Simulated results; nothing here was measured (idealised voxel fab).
process module | voxel ribs on slabs
cross-section cut | 280 nm wide | cells 5 nm
A cross-section is a grid of square cells, given in bands from the top down. A band is one or more rows of cells.
Each band's line starts with the height of the band's top and of its bottom, in nm. Then come its materials from left to right, each with its width in nm. One material with "throughout" fills the band from edge to edge. "air" is empty space.
Height 0 is the level under which the wafer as received is all one material. The lowest band goes on downwards, as in "0 down".
A width such as "30 to 40" changes by the same amount from each row of cells to the next, from the band's top row to its bottom row.
"no change" after a step means that no cell of the cross-section changed.
closed voids: empty space of 8 cells or more with no open way to the top, each as width x height at its distance from the left edge, in nm
after a step's settings: what the simulator itself notes on the step
overlay nm, on a step with a mask: how far to the right of its planned place the mask lay; to the left if negative
plan
1 op RECEIVE | material Si
2 op DIRECTIONAL_DEP | material SiO2 | thk nm 25
3 op DIRECTIONAL_DEP | material polySi | thk nm 15
4 op DIRECTIONAL_DEP | material aC | thk nm 10
5 op PATTERN | tone cover | mask id RIB | material resist | width nm 15 | thk nm 30 | overlay nm 0
6 op DIRECTIONAL_ETCH | etch materials aC | depth nm 10
7 op STRIP | etch materials resist
8 op DIRECTIONAL_ETCH | etch materials polySi | depth nm 10
9 op STRIP | etch materials aC
10 op DIRECTIONAL_DEP | material aC | thk nm 15
11 op PATTERN | tone cover | mask id SLAB | material resist | width nm 55 | thk nm 35 | overlay nm 0
12 op DIRECTIONAL_ETCH | etch materials aC | depth nm 15
13 op STRIP | etch materials resist
14 op DIRECTIONAL_ETCH | etch materials polySi | depth nm 5
15 op STRIP | etch materials aC
16 op FILL_DEP | material SiO2 | thk nm 20
17 op CMP | height nm 50
18 op DIRECTIONAL_DEP | material TiN | thk nm 5
19 op DIRECTIONAL_DEP | material aC | thk nm 15
20 op PATTERN | tone cover | mask id HEATER | material resist | width nm 25 | thk nm 35 | overlay nm 0
21 op DIRECTIONAL_ETCH | etch materials aC | depth nm 15
22 op STRIP | etch materials resist
23 op DIRECTIONAL_ETCH | etch materials TiN | depth nm 5
24 op STRIP | etch materials aC
25 op CONFORMAL_DEP | material SiO2 | thk nm 10
as received, after step 1
  0 down: Si throughout
  closed voids: none
a wafer at the end: this start, this plan, one mistake
  65 to 60: air 115 | SiO2 45 | air 120
  60 to 55: SiO2 throughout
  55 to 50: SiO2 125 | TiN 25 | SiO2 130
  50 to 35: SiO2 throughout
  35 to 30: SiO2 130 | polySi 15 | SiO2 135
  30 to 25: polySi 110 | SiO2 20 | polySi 15 | SiO2 20 | polySi 115
  25 to 0: SiO2 throughout
  0 down: Si throughout
  closed voids: none
what went wrong: step 11 ran as: op PATTERN | tone open | mask id SLAB | material resist | width nm 55 | thk nm 35 | overlay nm 0
